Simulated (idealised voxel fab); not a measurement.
The process module that follows is named voxel transistor to metal.
cross-section cut | 170 nm wide | cells 5 nm
In what follows, cross-sections appear as grids of square cells, described through bands that run from the top down, where every band is one or more rows of cells. Top, bottom (nm), then materials left to right with widths (nm); lone material tagged "throughout" fills the whole band edge to edge; "air" = empty space. Height is counted from the level 0, under which the received wafer is composed throughout of one material. The lowest of the bands is not closed at the bottom but continues downward, in the notation "0 nm and below". Read "30 to 40" as a graded width: first number on top, second number at the bottom, same change between each pair of neighbouring rows. No cell of the cross-section changed in a step that is given as "nothing altered". This entry, "Trapped voids", enumerates those empty regions of no fewer than 8 cells that possess no open connection to the top. Each region is reported in the form width x height at distance, the distance being taken from the left edge, with all three quantities expressed in nm. Post-settings text on a step line: simulator's own remark regarding the step. The "overlay nm" setting may appear on a step's line; for a step that uses a mask, it gives how far to the right of its planned position the mask lay, and a negative value indicates the left.

# Set out below are the planned steps of the process
1,RECEIVE [material Si]
2,CONFORMAL_DEP [material SiO2] [thk nm 5]
3,CONFORMAL_DEP [material SiN] [thk nm 15]
4,MASKED_ETCH [tone cover] [mask id ACTIVE] [width nm 125] [etch materials SiN] [depth nm 15] [overlay nm 0]
5,MASKED_ETCH [tone cover] [mask id ACTIVE] [width nm 125] [etch materials SiO2] [depth nm 5] [overlay nm 0]
6,MASKED_ETCH [tone cover] [mask id ACTIVE] [width nm 125] [etch materials Si] [depth nm 35] [overlay nm 0]
7,FILL_DEP [material SiO2] [thk nm 10]
8,CMP [height nm 20]
9,SELECTIVE_ETCH [etch materials SiO2] [depth nm 10]
10,STRIP [etch materials SiN]
11,SELECTIVE_ETCH [etch materials SiO2] [depth nm 5]
12,OXIDIZE [depth nm 5]
13,DIRECTIONAL_DEP [material polySi] [thk nm 20]
14,DIRECTIONAL_DEP [material SiCN] [thk nm 10]
15,PATTERN [tone cover] [mask id GATE] [material resist] [width nm 25] [thk nm 20] [overlay nm 0]
16,DIRECTIONAL_ETCH [etch materials SiCN] [depth nm 20]
17,DIRECTIONAL_ETCH [etch materials polySi] [depth nm 30]
18,STRIP [etch materials resist]
19,CONFORMAL_DEP [material SiO2] [thk nm 5]
20,DIRECTIONAL_ETCH [etch materials SiO2] [depth nm 5]
21,CONFORMAL_DEP [material SiN] [thk nm 10]
22,DIRECTIONAL_ETCH [etch materials SiN] [depth nm 10]
23,DIRECTIONAL_ETCH [etch materials SiO2] [depth nm 5]
24,DIRECTIONAL_ETCH [etch materials Si] [depth nm 10]
25,EPI [material pSi] [thk nm 15]
26,FILL_DEP [material SiO2] [thk nm 5]
27,CMP [height nm 30]
28,DIRECTIONAL_DEP [material SiO2] [thk nm 10]
29,MASKED_ETCH [tone open] [mask id CONTACT] [width nm 35] [pitch nm 70] [etch materials SiO2] [depth nm 30] [overlay nm 0]
30,CONFORMAL_DEP [material TiN] [thk nm 5]
31,FILL_DEP [material W] [thk nm 5]
32,CMP [height nm 40]
33,CONFORMAL_DEP [material SiCN] [thk nm 5]
34,DIRECTIONAL_DEP [material SiO2] [thk nm 20]
35,DIRECTIONAL_DEP [material aC] [thk nm 10]
36,PATTERN [tone open] [mask id METAL_1] [material resist] [width nm 20] [pitch nm 85] [thk nm 25] [overlay nm 0]
37,DIRECTIONAL_ETCH [etch materials aC] [depth nm 10]
38,STRIP [etch materials resist]
39,DIRECTIONAL_ETCH [etch materials SiO2] [depth nm 20]
40,DIRECTIONAL_ETCH [etch materials SiCN] [depth nm 5]
41,STRIP [etch materials aC]
42,CONFORMAL_DEP [material TiN] [thk nm 5]
43,FILL_DEP [material Cu] [thk nm 10]
44,CMP [height nm 65]
45,CONFORMAL_DEP [material SiCN] [thk nm 5]

# Wafer at receipt (post step 1), cross-section
  0 nm and below  Si throughout
  Trapped voids: none

# Final cross-section, module run with one mistake (start and plan as above)
  75 nm to 70 nm  SiCN throughout
  70 nm to 65 nm  35 of TiN; 10 of Cu; 75 of TiN; 10 of Cu; 40 of TiN
  65 nm to 45 nm  30 of SiO2; 5 of TiN; 10 of Cu; 5 of TiN; 65 of SiO2; 5 of TiN; 10 of Cu; 5 of TiN; 35 of SiO2
  45 nm to 40 nm  30 of SiCN; 20 of TiN; 65 of SiCN; 20 of TiN; 35 of SiCN
  40 nm to 30 nm  30 of SiO2; 5 of TiN; 25 to 15 of W; 5 to 15 of TiN; 35 of SiO2; 5 to 15 of TiN; 25 to 15 of W; 5 of TiN; 35 of SiO2
  30 nm to 20 nm  30 of SiO2; 5 of TiN; 15 of W; 5 of TiN; 10 of SiN; 5 of SiO2; 25 of SiCN; 5 of SiO2; 10 of SiN; 5 of TiN; 15 of W; 5 of TiN; 35 of SiO2
  20 nm to 15 nm  30 of SiO2; 5 of TiN; 15 of W; 5 of TiN; 10 of SiN; 5 of SiO2; 25 of polySi; 5 of SiO2; 10 of SiN; 5 of TiN; 15 of W; 5 of TiN; 35 of SiO2
  15 nm to 10 nm  30 of SiO2; 25 of TiN; 10 of SiN; 5 of SiO2; 25 of polySi; 5 of SiO2; 10 of SiN; 25 of TiN; 35 of SiO2
  10 nm to 5 nm  25 of SiO2; 30 of pSi; 10 of SiN; 5 of SiO2; 25 of polySi; 5 of SiO2; 10 of SiN; 30 of pSi; 30 of SiO2
  5 nm to 0 nm  20 of SiO2; 10 of SiN; 25 of pSi; 10 of SiN; 5 of SiO2; 25 of polySi; 5 of SiO2; 10 of SiN; 25 of pSi; 10 of SiN; 25 of SiO2
  0 nm to -5 nm  30 of SiO2; 25 of pSi; 55 of SiO2; 25 of pSi; 35 of SiO2
  -5 nm to -15 nm  20 of SiO2; 10 of Si; 25 of pSi; 55 of Si; 25 of pSi; 10 of Si; 25 of SiO2
  -15 nm to -35 nm  20 of SiO2; 125 of Si; 25 of SiO2
  -35 nm and below  Si throughout
  Trapped voids: none
Run error: step 44 off recipe, ran as CMP [height nm 70]
